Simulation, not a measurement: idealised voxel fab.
The process module that follows is named voxel air gaps.
Square cells of 5 nm make up the cross-section cut, whose width is 275 nm.
If you're reading a cross-section in this doc, picture square cells in a grid; it comes to you as bands, top ones listed first down to the bottom, and a band can be one or more rows of cells. Band: top and bottom heights (nm) first, top before bottom; then materials from left to right, widths in nm. "throughout" marks a sole material filling the band edge to edge. "blank" denotes empty space. We count height from 0. Below that, the starting wafer is all one material. The lowest band never ends at the bottom but goes on down; see "0 and below" for how that is written. A two-number width, for instance "30 to 40", indicates that the width is equal to the first number in the top row of the band and to the second number in the bottom row, and that it changes by a constant amount per row of cells. Step note "nothing different" = no cross-section cell changed. The entry titled "Enclosed cavities" provides the empty spaces that have no open way to the top, restricted to those of 8 cells or more. Each is presented as width x height at distance, the distance being measured from the left edge, with all three in nm. Text after the settings on a step's line: the simulator's own remark on that step. "overlay nm" on a masked step: distance the mask lay right of its planned place, negative for left.
LISTED BELOW ARE THE PROCESS STEPS AS PLANNED
1: RECEIVE with material Si
2: CONFORMAL_DEP with material SiO2, thk nm 10
3: CONFORMAL_DEP with material SiN, thk nm 5
4: DIRECTIONAL_DEP with material SiO2, thk nm 35
5: MASKED_ETCH with tone open, mask id LINES, width nm 20, pitch nm 50, etch materials SiO2, depth nm 35, overlay nm 0
6: CONFORMAL_DEP with material TiN, thk nm 5
7: FILL_DEP with material W, thk nm 10
8: CMP with height nm 50
9: EPI with material Ru, thk nm 10
10: SELECTIVE_ETCH with etch materials SiO2, depth nm 45
11: CONFORMAL_DEP with material SiN, thk nm 5
THE FIRST WAFER OF TWO, PROCESSED AS PLANNED
CROSS-SECTION, INCOMING MATERIAL, AFTER STEP 1
- 0 and below = Si throughout
- Enclosed cavities: none
HOW THE WAFER STANDS IN SECTION AFTER STEP 2
- 10 down to 0 = SiO2 throughout
- Under the height 0 nothing was changed.
HOW THE WAFER STANDS IN SECTION AFTER STEP 3
- 15 down to 10 = SiN throughout
- Under the height 10 nothing was changed.
HOW THE WAFER STANDS IN SECTION AFTER STEP 4
- 50 down to 15 = SiO2 throughout
- Under the height 15 nothing was changed.
HOW THE WAFER STANDS IN SECTION AFTER STEP 5
- 50 down to 15 = 50 of SiO2; 20 of blank; 30 of SiO2; 20 of blank; 30 of SiO2; 20 of blank; 30 of SiO2; 20 of blank; 55 of SiO2
- Under the height 15 nothing was changed.
HOW THE WAFER STANDS IN SECTION AFTER STEP 6
- 55 down to 50 = 55 of TiN; 10 of blank; 40 of TiN; 10 of blank; 40 of TiN; 10 of blank; 40 of TiN; 10 of blank; 60 of TiN
- 50 down to 20 = 50 of SiO2; 5 of TiN; 10 of blank; 5 of TiN; 30 of SiO2; 5 of TiN; 10 of blank; 5 of TiN; 30 of SiO2; 5 of TiN; 10 of blank; 5 of TiN; 30 of SiO2; 5 of TiN; 10 of blank; 5 of TiN; 55 of SiO2
- 20 down to 15 = 50 of SiO2; 20 of TiN; 30 of SiO2; 20 of TiN; 30 of SiO2; 20 of TiN; 30 of SiO2; 20 of TiN; 55 of SiO2
- Under the height 15 nothing was changed.
HOW THE WAFER STANDS IN SECTION AFTER STEP 7
- 65 down to 55 = W throughout
- 55 down to 50 = 55 of TiN; 10 of W; 40 of TiN; 10 of W; 40 of TiN; 10 of W; 40 of TiN; 10 of W; 60 of TiN
- 50 down to 20 = 50 of SiO2; 5 of TiN; 10 of W; 5 of TiN; 30 of SiO2; 5 of TiN; 10 of W; 5 of TiN; 30 of SiO2; 5 of TiN; 10 of W; 5 of TiN; 30 of SiO2; 5 of TiN; 10 of W; 5 of TiN; 55 of SiO2
- Under the height 20 nothing was changed.
HOW THE WAFER STANDS IN SECTION AFTER STEP 8
- 50 down to 20 = 50 of SiO2; 5 of TiN; 10 of W; 5 of TiN; 30 of SiO2; 5 of TiN; 10 of W; 5 of TiN; 30 of SiO2; 5 of TiN; 10 of W; 5 of TiN; 30 of SiO2; 5 of TiN; 10 of W; 5 of TiN; 55 of SiO2
- Under the height 20 nothing was changed.
HOW THE WAFER STANDS IN SECTION AFTER STEP 9
- 60 down to 50 = 40 of blank; 40 of Ru; 10 of blank; 40 of Ru; 10 of blank; 40 of Ru; 10 of blank; 40 of Ru; 45 of blank
- Under the height 50 nothing was changed.
HOW THE WAFER STANDS IN SECTION AFTER STEP 10
- 60 down to 50 = 40 of blank; 40 of Ru; 10 of blank; 40 of Ru; 10 of blank; 40 of Ru; 10 of blank; 40 of Ru; 45 of blank
- 50 down to 20 = 50 of blank; 5 of TiN; 10 of W; 5 of TiN; 30 of blank; 5 of TiN; 10 of W; 5 of TiN; 30 of blank; 5 of TiN; 10 of W; 5 of TiN; 30 of blank; 5 of TiN; 10 of W; 5 of TiN; 55 of blank
- 20 down to 15 = 50 of blank; 20 of TiN; 30 of blank; 20 of TiN; 30 of blank; 20 of TiN; 30 of blank; 20 of TiN; 55 of blank
- Under the height 15 nothing was changed.
HOW THE WAFER STANDS IN SECTION AFTER STEP 11
- 65 down to 60 = 35 of blank; 200 of SiN; 40 of blank
- 60 down to 50 = 35 of blank; 5 of SiN; 40 of Ru; 10 of SiN; 40 of Ru; 10 of SiN; 40 of Ru; 10 of SiN; 40 of Ru; 5 of SiN; 40 of blank
- 50 down to 45 = 35 of blank; 15 of SiN; 5 of TiN; 10 of W; 5 of TiN; 30 of SiN; 5 of TiN; 10 of W; 5 of TiN; 30 of SiN; 5 of TiN; 10 of W; 5 of TiN; 30 of SiN; 5 of TiN; 10 of W; 5 of TiN; 15 of SiN; 40 of blank
- 45 down to 20 = 45 of blank; 5 of SiN; 5 of TiN; 10 of W; 5 of TiN; 5 of SiN; 20 of blank; 5 of SiN; 5 of TiN; 10 of W; 5 of TiN; 5 of SiN; 20 of blank; 5 of SiN; 5 of TiN; 10 of W; 5 of TiN; 5 of SiN; 20 of blank; 5 of SiN; 5 of TiN; 10 of W; 5 of TiN; 5 of SiN; 50 of blank
- 20 down to 15 = 50 of SiN; 20 of TiN; 30 of SiN; 20 of TiN; 30 of SiN; 20 of TiN; 30 of SiN; 20 of TiN; 55 of SiN
- Under the height 15 nothing was changed.
- Enclosed cavities: 20 x 25 at 75; 20 x 25 at 125; 20 x 25 at 175
WAFER TWO OF TWO - SAME STARTING POINT, SAME PROCESS PLAN, ONE MISTAKE IN EXECUTION; MATCHES WAFER ONE UP TO AND INCLUDING STEP 2
Here is the second wafer in cross-section at the point where step 3 of the plan should have been done: nothing different
HERE IS THE SECOND WAFER IN CROSS-SECTION AT THE POINT WHERE STEP 4 OF THE PLAN SHOULD HAVE BEEN DONE
- 45 down to 0 = SiO2 throughout
- Under the height 0 nothing was changed.
HERE IS THE SECOND WAFER IN CROSS-SECTION AT THE POINT WHERE STEP 5 OF THE PLAN SHOULD HAVE BEEN DONE
- 45 down to 10 = 50 of SiO2; 20 of blank; 30 of SiO2; 20 of blank; 30 of SiO2; 20 of blank; 30 of SiO2; 20 of blank; 55 of SiO2
- Under the height 10 nothing was changed.
HERE IS THE SECOND WAFER IN CROSS-SECTION AT THE POINT WHERE STEP 6 OF THE PLAN SHOULD HAVE BEEN DONE
- 50 down to 45 = 55 of TiN; 10 of blank; 40 of TiN; 10 of blank; 40 of TiN; 10 of blank; 40 of TiN; 10 of blank; 60 of TiN
- 45 down to 15 = 50 of SiO2; 5 of TiN; 10 of blank; 5 of TiN; 30 of SiO2; 5 of TiN; 10 of blank; 5 of TiN; 30 of SiO2; 5 of TiN; 10 of blank; 5 of TiN; 30 of SiO2; 5 of TiN; 10 of blank; 5 of TiN; 55 of SiO2
- 15 down to 10 = 50 of SiO2; 20 of TiN; 30 of SiO2; 20 of TiN; 30 of SiO2; 20 of TiN; 30 of SiO2; 20 of TiN; 55 of SiO2
- Under the height 10 nothing was changed.
HERE IS THE SECOND WAFER IN CROSS-SECTION AT THE POINT WHERE STEP 7 OF THE PLAN SHOULD HAVE BEEN DONE
- 60 down to 50 = W throughout
- 50 down to 45 = 55 of TiN; 10 of W; 40 of TiN; 10 of W; 40 of TiN; 10 of W; 40 of TiN; 10 of W; 60 of TiN
- 45 down to 15 = 50 of SiO2; 5 of TiN; 10 of W; 5 of TiN; 30 of SiO2; 5 of TiN; 10 of W; 5 of TiN; 30 of SiO2; 5 of TiN; 10 of W; 5 of TiN; 30 of SiO2; 5 of TiN; 10 of W; 5 of TiN; 55 of SiO2
- Under the height 15 nothing was changed.
HERE IS THE SECOND WAFER IN CROSS-SECTION AT THE POINT WHERE STEP 8 OF THE PLAN SHOULD HAVE BEEN DONE
- 50 down to 45 = 55 of TiN; 10 of W; 40 of TiN; 10 of W; 40 of TiN; 10 of W; 40 of TiN; 10 of W; 60 of TiN
- Under the height 45 nothing was changed.
HERE IS THE SECOND WAFER IN CROSS-SECTION AT THE POINT WHERE STEP 9 OF THE PLAN SHOULD HAVE BEEN DONE
- 60 down to 50 = Ru throughout
- Under the height 50 nothing was changed.
Here is the second wafer in cross-section at the point where step 10 of the plan should have been done: nothing different
HERE IS THE SECOND WAFER IN CROSS-SECTION AT THE POINT WHERE STEP 11 OF THE PLAN SHOULD HAVE BEEN DONE
- 65 down to 60 = SiN throughout
- Under the height 60 nothing was changed.
Run error: step 3 of the plan got skipped, so it never ran
End check, counted in cells, second wafer has more or fewer of these materials than the first: 46 more of Ru; 159 fewer of SiN; 273 more of SiO2; 47 more of TiN; 8 more of W
So at the end we're looking at 3 closed voids on the first wafer and 0 on the second.
